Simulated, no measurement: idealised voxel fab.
The name of this process module is voxel wiring stack.
For reference, the cross-section in this document is cut, with width 170 nm and square cells of 5 nm.
Reading order for cross-sections: top band down to bottom band. Underlying form: a grid of square cells. Band size: one or more rows of cells.
Each band's line starts with the height of the band's top and of its bottom, in nm. Then come its materials from left to right, each with its width in nm. One material with "everywhere" fills the band from edge to edge. "air" is empty space.
Height is counted from the level 0, under which the received wafer is composed throughout of one material. The lowest of the bands is not closed at the bottom but continues downward, in the notation "from 0 down".
Width "30->40": first value at the band's top row of cells, second value at its bottom row, equal change from row to row.
"all unchanged" after a step means that no cell of the cross-section changed.
The entry titled "Trapped void list" provides the empty spaces that have no open way to the top, restricted to those of 8 cells or more. Each is presented as width x height at distance, the distance being measured from the left edge, with all three in nm.
It should be noted that, on the line of a given step, the content following the step's settings is a remark produced by the simulator itself with respect to that step.
The line of a step may include "overlay nm". On a step with a mask, this value is how far to the right of its planned place the mask lay. A negative value means the mask lay to the left.
Planned process steps:
1) RECEIVE: material Si
2) CONFORMAL_DEP: material SiO2, thk nm 10
3) CONFORMAL_DEP: material SiN, thk nm 5
4) DIRECTIONAL_DEP: material lowk, thk nm 15
5) PATTERN: tone open, mask id METAL_1, material resist, width nm 20, pitch nm 35, thk nm 20, overlay nm 0
6) DIRECTIONAL_ETCH: etch materials lowk, depth nm 15
7) DIRECTIONAL_ETCH: etch materials SiN, depth nm 5
8) STRIP: etch materials resist
9) CONFORMAL_DEP: material TiN, thk nm 5
10) FILL_DEP: material Ru, thk nm 10
11) CMP: height nm 30
12) EPI: material Ru, thk nm 5
13) FILL_DEP: material SiCN, thk nm 5
14) DIRECTIONAL_DEP: material SiO2, thk nm 10
15) DIRECTIONAL_DEP: material aC, thk nm 15
16) PATTERN: tone open, mask id PLUG_1, material resist, width nm 15, pitch nm 35, thk nm 35, overlay nm 0
17) DIRECTIONAL_ETCH: etch materials aC, depth nm 15
18) STRIP: etch materials resist
19) DIRECTIONAL_ETCH: etch materials SiO2, depth nm 10
20) DIRECTIONAL_ETCH: etch materials SiCN, depth nm 5
21) STRIP: etch materials aC
22) EPI: material Ru, thk nm 10
23) EPI: material Ru, thk nm 5
24) CONFORMAL_DEP: material SiN, thk nm 5
25) DIRECTIONAL_DEP: material lowk, thk nm 15
26) MASKED_ETCH: tone open, mask id METAL_2, width nm 20, pitch nm 35, etch materials lowk, depth nm 15, overlay nm 0
27) MASKED_ETCH: tone open, mask id METAL_2, width nm 20, pitch nm 35, etch materials SiN, depth nm 5, overlay nm 0
28) CONFORMAL_DEP: material TiN, thk nm 5
29) FILL_DEP: material W, thk nm 5
30) CMP: height nm 70
31) EPI: material Ru, thk nm 5
32) FILL_DEP: material SiCN, thk nm 5
33) DIRECTIONAL_DEP: material SiO2, thk nm 30
34) MASKED_ETCH: tone open, mask id METAL_3, width nm 20, pitch nm 35, etch materials SiO2, depth nm 15, overlay nm 0
35) PATTERN: tone open, mask id METAL_3_HOLES, material resist, width nm 15, pitch nm 35, thk nm 15, overlay nm 0
36) DIRECTIONAL_ETCH: etch materials SiO2, depth nm 15
37) DIRECTIONAL_ETCH: etch materials SiCN, depth nm 5
38) STRIP: etch materials resist
39) CONFORMAL_DEP: material TiN, thk nm 5
40) FILL_DEP: material Ru, thk nm 10
41) CMP: height nm 110
42) CONFORMAL_DEP: material SiN, thk nm 5
Cross-section of the incoming wafer, state after step 1:
    from 0 down  Si everywhere
    Trapped void list: none
First of two wafers: cross-section at end of module, run per plan:
    from 115 to 110  SiN everywhere
    from 110 to 100  SiO2 20 nm  TiN 5 nm  Ru 10 nm  TiN 5 nm  SiO2 15 nm  TiN 5 nm  Ru 10 nm  TiN 5 nm  SiO2 15 nm  TiN 5 nm  Ru 10 nm  TiN 5 nm  SiO2 15 nm  TiN 5 nm  Ru 10 nm  TiN 5 nm  SiO2 25 nm
    from 100 to 95  SiO2 20 nm  TiN 5 nm  Ru 5 nm  TiN 10 nm  SiO2 15 nm  TiN 5 nm  Ru 5 nm  TiN 10 nm  SiO2 15 nm  TiN 5 nm  Ru 5 nm  TiN 10 nm  SiO2 15 nm  TiN 5 nm  Ru 5 nm  TiN 10 nm  SiO2 25 nm
    from 95 to 80  SiO2 20 nm  TiN 5 nm  Ru 5 nm  TiN 5 nm  SiO2 20 nm  TiN 5 nm  Ru 5 nm  TiN 5 nm  SiO2 20 nm  TiN 5 nm  Ru 5 nm  TiN 5 nm  SiO2 20 nm  TiN 5 nm  Ru 5 nm  TiN 5 nm  SiO2 30 nm
    from 80 to 75  SiCN 20 nm  TiN 15 nm  SiCN 20 nm  TiN 15 nm  SiCN 20 nm  TiN 15 nm  SiCN 20 nm  TiN 15 nm  SiCN 30 nm
    from 75 to 70  SiCN 15 nm  Ru 30 nm  SiCN 5 nm  Ru 30 nm  SiCN 5 nm  Ru 30 nm  SiCN 5 nm  Ru 30 nm  SiCN 20 nm
    from 70 to 55  lowk 20 nm  TiN 5 nm  W 10 nm  TiN 5 nm  lowk 15 nm  TiN 5 nm  W 10 nm  TiN 5 nm  lowk 15 nm  TiN 5 nm  W 10 nm  TiN 5 nm  lowk 15 nm  TiN 5 nm  W 10 nm  TiN 5 nm  lowk 25 nm
    from 55 to 50  SiN 20 nm  TiN 20 nm  SiN 15 nm  TiN 20 nm  SiN 15 nm  TiN 20 nm  SiN 15 nm  TiN 20 nm  SiN 25 nm
    from 50 to 40  SiO2 20 nm  Ru 15 nm  SiO2 20 nm  Ru 15 nm  SiO2 20 nm  Ru 15 nm  SiO2 20 nm  Ru 15 nm  SiO2 30 nm
    from 40 to 30  SiCN 20->15 nm  Ru 15->30 nm  SiCN 20->5 nm  Ru 15->30 nm  SiCN 20->5 nm  Ru 15->30 nm  SiCN 20->5 nm  Ru 15->30 nm  SiCN 30->20 nm
    from 30 to 15  lowk 20 nm  TiN 5 nm  Ru 10 nm  TiN 5 nm  lowk 15 nm  TiN 5 nm  Ru 10 nm  TiN 5 nm  lowk 15 nm  TiN 5 nm  Ru 10 nm  TiN 5 nm  lowk 15 nm  TiN 5 nm  Ru 10 nm  TiN 5 nm  lowk 25 nm
    from 15 to 10  SiN 20 nm  TiN 20 nm  SiN 15 nm  TiN 20 nm  SiN 15 nm  TiN 20 nm  SiN 15 nm  TiN 20 nm  SiN 25 nm
    from 10 to 0  SiO2 everywhere
    from 0 down  Si everywhere
    Trapped void list: none
Cross-sectional view of the second of two wafers upon completion of the module. This wafer shared its starting condition and process plan with the first; one error was made during its execution:
    from 115 to 80  SiN everywhere
    from 80 to 75  SiCN everywhere
    from 75 to 70  SiCN 15 nm  Ru 30 nm  SiCN 5 nm  Ru 30 nm  SiCN 5 nm  Ru 30 nm  SiCN 5 nm  Ru 30 nm  SiCN 20 nm
    from 70 to 55  lowk 20 nm  TiN 5 nm  W 10 nm  TiN 5 nm  lowk 15 nm  TiN 5 nm  W 10 nm  TiN 5 nm  lowk 15 nm  TiN 5 nm  W 10 nm  TiN 5 nm  lowk 15 nm  TiN 5 nm  W 10 nm  TiN 5 nm  lowk 25 nm
    from 55 to 50  SiN 20 nm  TiN 20 nm  SiN 15 nm  TiN 20 nm  SiN 15 nm  TiN 20 nm  SiN 15 nm  TiN 20 nm  SiN 25 nm
    from 50 to 40  SiO2 20 nm  Ru 15 nm  SiO2 20 nm  Ru 15 nm  SiO2 20 nm  Ru 15 nm  SiO2 20 nm  Ru 15 nm  SiO2 30 nm
    from 40 to 30  SiCN 20->15 nm  Ru 15->30 nm  SiCN 20->5 nm  Ru 15->30 nm  SiCN 20->5 nm  Ru 15->30 nm  SiCN 20->5 nm  Ru 15->30 nm  SiCN 30->20 nm
    from 30 to 15  lowk 20 nm  TiN 5 nm  Ru 10 nm  TiN 5 nm  lowk 15 nm  TiN 5 nm  Ru 10 nm  TiN 5 nm  lowk 15 nm  TiN 5 nm  Ru 10 nm  TiN 5 nm  lowk 15 nm  TiN 5 nm  Ru 10 nm  TiN 5 nm  lowk 25 nm
    from 15 to 10  SiN 20 nm  TiN 20 nm  SiN 15 nm  TiN 20 nm  SiN 15 nm  TiN 20 nm  SiN 15 nm  TiN 20 nm  SiN 25 nm
    from 10 to 0  SiO2 everywhere
    from 0 down  Si everywhere
    Trapped void list: none
Error vs. plan: in deviation from the planned setting, step 33 was conducted as DIRECTIONAL_DEP: material SiN, thk nm 30
at the end the second wafer has, in cells: 32 fewer of Ru; 12 more of SiCN; 204 more of SiN; 120 fewer of SiO2; 64 fewer of TiN
